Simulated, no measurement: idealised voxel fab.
process module | voxel ribs on slabs
cross-section cut | 220 nm wide | cells 5 nm
A cross-section is a grid of square cells, given in bands from the top down. A band is one or more rows of cells.
Each band's line starts with the height of the band's top and of its bottom, in nm. Then come its materials from left to right, each with its width in nm. One material with "throughout" fills the band from edge to edge. "air" is empty space.
Height 0 is the level under which the wafer as received is all one material. The lowest band goes on downwards, as in "0 down".
A width such as "30 to 40" changes by the same amount from each row of cells to the next, from the band's top row to its bottom row.
"no change" after a step means that no cell of the cross-section changed.
closed voids: empty space of 8 cells or more with no open way to the top, each as width x height at its distance from the left edge, in nm
after a step's settings: what the simulator itself notes on the step
overlay nm, on a step with a mask: how far to the right of its planned place the mask lay; to the left if negative
plan
1 op RECEIVE | material Si
2 op DIRECTIONAL_DEP | material SiO2 | thk nm 20
3 op DIRECTIONAL_DEP | material SiN | thk nm 15
4 op PATTERN | tone cover | mask id RIB | material resist | width nm 20 | thk nm 15 | overlay nm 0
5 op DIRECTIONAL_ETCH | etch materials SiN | depth nm 10
6 op STRIP | etch materials resist
7 op PATTERN | tone cover | mask id SLAB | material resist | width nm 60 | thk nm 20 | overlay nm 0
8 op DIRECTIONAL_ETCH | etch materials SiN | depth nm 5
9 op STRIP | etch materials resist
10 op FILL_DEP | material SiO2 | thk nm 20
11 op CMP | height nm 45
12 op DIRECTIONAL_DEP | material W | thk nm 5
13 op PATTERN | tone cover | mask id HEATER | material resist | width nm 30 | thk nm 20 | overlay nm 0
14 op DIRECTIONAL_ETCH | etch materials W | depth nm 5
15 op STRIP | etch materials resist
16 op CONFORMAL_DEP | material SiN | thk nm 10
as received, after step 1
  0 down: Si throughout
  closed voids: none
first wafer at the end, as planned
  60 to 55: air 85 | SiN 50 | air 85
  55 to 50: SiN throughout
  50 to 45: SiN 95 | W 30 | SiN 95
  45 to 35: SiO2 throughout
  35 to 25: SiO2 100 | SiN 20 | SiO2 100
  25 to 20: SiO2 80 | SiN 60 | SiO2 80
  20 to 0: SiO2 throughout
  0 down: Si throughout
  closed voids: none
second wafer at the end: like start, like plan, one mistake
  50 to 45: air 95 | W 30 | air 95
  45 to 35: SiO2 throughout
  35 to 25: SiO2 100 | SiN 20 | SiO2 100
  25 to 20: SiO2 80 | SiN 60 | SiO2 80
  20 to 0: SiO2 throughout
  0 down: Si throughout
  closed voids: none
what went wrong: step 16 was left out
at the end the second wafer has, in cells: 92 fewer of SiN
